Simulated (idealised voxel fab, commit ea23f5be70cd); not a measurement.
Title: Process Module voxel wiring stack
Section cut is 235 nm wide and gridded with 5 nm square cells.
Throughout this document, each cross-section is represented as a grid of square cells and is presented as a sequence of bands enumerated from the top downward, where a band comprises one or more rows of cells. Heights first: top, then bottom, in nm. Then materials, left to right, each with a width in nm. "throughout" on a single material: fills the band edge to edge. "blank": empty space. Heads up on the height convention: 0 is the point under which the incoming wafer is all one material, and the lowest band has no bottom, it just keeps going down, like "top 0, no bottom". A width given as "30->40" starts at the first number in the band's top row and ends at the second number in its bottom row, shifting by an equal amount at every step from row to row. The designation "stayed the same", where it is given for a processing step, indicates that no cell of the cross-section was altered in the course of that step. Listed in "Enclosed void entries": every empty space of 8 or more cells without an open way to the top. Form: width x height at distance, the distance being from the left edge, all in nm. The remark found on a step's line after its settings is issued by the simulator itself and pertains to that step. "overlay nm" denotes, for a step that has a mask, the displacement of the mask to the right of its planned place, with negative values corresponding to the left.
This section lists the process steps that were planned:
1 op RECEIVE | material Si
2 op CONFORMAL_DEP | material SiO2 | thk nm 15
3 op DIRECTIONAL_DEP | material TiN | thk nm 5
4 op DIRECTIONAL_DEP | material W | thk nm 25
5 op PATTERN | tone cover | mask id METAL_1 | material resist | width nm 20 | pitch nm 40 | thk nm 15 | overlay nm 0
6 op DIRECTIONAL_ETCH | etch materials W | depth nm 25
7 op DIRECTIONAL_ETCH | etch materials TiN | depth nm 5
8 op STRIP | etch materials resist
9 op FILL_DEP | material lowk | thk nm 5
10 op CMP | height nm 45
11 op CONFORMAL_DEP | material SiCN | thk nm 5
12 op DIRECTIONAL_DEP | material SiO2 | thk nm 15
13 op PATTERN | tone open | mask id PLUG_1 | material resist | width nm 15 | pitch nm 40 | thk nm 20 | overlay nm 0
14 op DIRECTIONAL_ETCH | etch materials SiO2 | depth nm 15
15 op DIRECTIONAL_ETCH | etch materials SiCN | depth nm 5
16 op STRIP | etch materials resist
17 op CONFORMAL_DEP | material TiN | thk nm 5
18 op FILL_DEP | material W | thk nm 10
19 op CMP | height nm 65
20 op CONFORMAL_DEP | material SiCN | thk nm 5
21 op DIRECTIONAL_DEP | material SiO2 | thk nm 20
22 op PATTERN | tone open | mask id METAL_2 | material resist | width nm 20 | pitch nm 40 | thk nm 15 | overlay nm 0
23 op DIRECTIONAL_ETCH | etch materials SiO2 | depth nm 20
24 op DIRECTIONAL_ETCH | etch materials SiCN | depth nm 5
25 op STRIP | etch materials resist
26 op CONFORMAL_DEP | material TiN | thk nm 5
27 op FILL_DEP | material Cu | thk nm 10
28 op CMP | height nm 90
29 op EPI | material Ru | thk nm 5
30 op FILL_DEP | material SiCN | thk nm 5
31 op DIRECTIONAL_DEP | material lowk | thk nm 30
32 op PATTERN | tone open | mask id METAL_3 | material resist | width nm 20 | pitch nm 40 | thk nm 20 | overlay nm 0
33 op DIRECTIONAL_ETCH | etch materials lowk | depth nm 20
34 op STRIP | etch materials resist
35 op DIRECTIONAL_DEP | material aC | thk nm 10
36 op PATTERN | tone open | mask id METAL_3_HOLES | material resist | width nm 15 | thk nm 25 | overlay nm 0
37 op DIRECTIONAL_ETCH | etch materials aC | depth nm 10
38 op STRIP | etch materials resist
39 op DIRECTIONAL_ETCH | etch materials lowk | depth nm 10
40 op DIRECTIONAL_ETCH | etch materials SiCN | depth nm 5
41 op STRIP | etch materials aC
42 op CONFORMAL_DEP | material TiN | thk nm 5
43 op FILL_DEP | material Ru | thk nm 5
44 op CMP | height nm 130
45 op CONFORMAL_DEP | material SiCN | thk nm 5
46 op DIRECTIONAL_DEP | material lowk | thk nm 10
47 op DIRECTIONAL_DEP | material aC | thk nm 10
48 op PATTERN | tone open | mask id PLUG_3 | material resist | width nm 15 | pitch nm 40 | thk nm 25 | overlay nm 0
49 op DIRECTIONAL_ETCH | etch materials aC | depth nm 10
50 op STRIP | etch materials resist
51 op DIRECTIONAL_ETCH | etch materials lowk | depth nm 10
52 op DIRECTIONAL_ETCH | etch materials SiCN | depth nm 5
53 op STRIP | etch materials aC
54 op CONFORMAL_DEP | material TiN | thk nm 5
55 op FILL_DEP | material Cu | thk nm 5
56 op CMP | height nm 145
57 op DIRECTIONAL_DEP | material TiN | thk nm 5
58 op DIRECTIONAL_DEP | material Ru | thk nm 15
59 op DIRECTIONAL_DEP | material aC | thk nm 10
60 op PATTERN | tone cover | mask id METAL_4 | material resist | width nm 20 | pitch nm 40 | thk nm 30 | overlay nm 0
61 op DIRECTIONAL_ETCH | etch materials aC | depth nm 10
62 op STRIP | etch materials resist
63 op DIRECTIONAL_ETCH | etch materials Ru | depth nm 15
64 op DIRECTIONAL_ETCH | etch materials TiN | depth nm 5
65 op STRIP | etch materials aC
66 op CONFORMAL_DEP | material SiN | thk nm 5
67 op FILL_DEP | material SiO2 | thk nm 10
68 op CMP | height nm 165
69 op CONFORMAL_DEP | material SiCN | thk nm 5
It is noted that the wafers described herein are identical at the outset and are distinguished by the thk nm of step 54; the value stated in the plan corresponds to the first wafer.
Received condition of the first of several wafers, sectioned: post-step 1:
  top 0, no bottom | Si throughout
  Enclosed void entries: none
Heads up, this table goes wafer by wafer. A row tells you, at the end of the module, how many cells of each material that wafer has put on (+) or dropped (-) since it was received, and then its closed voids:
thk nm 5, +20 Cu, +51 Ru, +247 SiCN, +51 SiN, +525 SiO2, +98 TiN, +46 W, +560 lowk, Enclosed void entries: none
thk nm 10, +16 Cu, +51 Ru, +247 SiCN, +51 SiN, +525 SiO2, +102 TiN, +46 W, +560 lowk, Enclosed void entries: none
thk nm 15, +16 Cu, +51 Ru, +247 SiCN, +51 SiN, +525 SiO2, +102 TiN, +46 W, +560 lowk, Enclosed void entries: none
thk nm 20, +16 Cu, +51 Ru, +247 SiCN, +51 SiN, +525 SiO2, +102 TiN, +46 W, +560 lowk, Enclosed void entries: none
